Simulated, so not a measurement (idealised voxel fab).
Process module, titled voxel self aligned contacts
Cross-sectional view cut (width: 260 nm; square cell size: 5 nm).
Cross-section layout: square cells on a grid; listed as bands, top to bottom; a band spans one or more cell rows.
Each band's line starts with the height of the band's top and of its bottom, in nm. Then come its materials from left to right, each with its width in nm. One material with "edge to edge" fills the band from edge to edge. "empty" is empty space.
Ref level 0: as-received wafer is one material below here. Bottom band extends down with no lower bound ("0 nm and below").
Think of "30->40" as a width that walks from the first number to the second as you go down the band, top row to bottom row, taking equal-sized steps from row to row.
Where the words "nothing different" appear for a step, the cross-section shows no cell changed by that step; every cell remained as before.
Sealed void list: empty space of 8 cells or more with no open way to the top, each as width x height at its distance from the left edge, in nm
Formally, on a step line, whatever follows the settings is a remark that the simulator itself makes on the step.
Steps that use a mask can have "overlay nm" on their line. It says how far the mask sat to the right of where it was meant to be. Negative means to the left.

**The process steps that were planned are listed below**
1. RECEIVE | material Si
2. CONFORMAL_DEP | material SiO2 | thk nm 5
3. DIRECTIONAL_DEP | material polySi | thk nm 25
4. DIRECTIONAL_DEP | material SiN | thk nm 25
5. PATTERN | tone cover | mask id GATE | material resist | width nm 25 | pitch nm 70 | thk nm 20 | overlay nm 0
6. DIRECTIONAL_ETCH | etch materials SiN | depth nm 25
7. DIRECTIONAL_ETCH | etch materials polySi | depth nm 25
8. STRIP | etch materials resist
9. CONFORMAL_DEP | material SiN | thk nm 10
10. DIRECTIONAL_ETCH | etch materials SiN | depth nm 10
11. FILL_DEP | material SiO2 | thk nm 20
12. CMP | height nm 65
13. MASKED_ETCH | tone open | mask id CONTACT | width nm 55 | etch materials SiO2 | depth nm 55 | overlay nm 0
14. CONFORMAL_DEP | material TiN | thk nm 5
15. FILL_DEP | material Ru | thk nm 5
16. CMP | height nm 65
17. CONFORMAL_DEP | material SiN | thk nm 5
Same starting wafers, different depth nm at step 13. Plan value belongs to the first wafer.

**Cross-section of the first of several wafers on receipt, reflecting completion of step 1**
> 0 nm and below = Si edge to edge
> Sealed void list: none

**What follows is a table in which each wafer occupies a row; for the wafer as it stands at the close of the module, the row states, material by material, how many cells have been gained (+) or lost (-) since receipt, and then gives its closed voids**
depth nm 55 | +36 Ru | +182 SiN | +429 SiO2 | +31 TiN | +50 polySi | Sealed void list: none
depth nm 60 | +39 Ru | +182 SiN | +424 SiO2 | +33 TiN | +50 polySi | Sealed void list: none
depth nm 65 | +42 Ru | +182 SiN | +419 SiO2 | +35 TiN | +50 polySi | Sealed void list: none
depth nm 70 | +42 Ru | +182 SiN | +419 SiO2 | +35 TiN | +50 polySi | Sealed void list: none
depth nm 75 | +42 Ru | +182 SiN | +419 SiO2 | +35 TiN | +50 polySi | Sealed void list: none
depth nm 80 | +42 Ru | +182 SiN | +419 SiO2 | +35 TiN | +50 polySi | Sealed void list: none
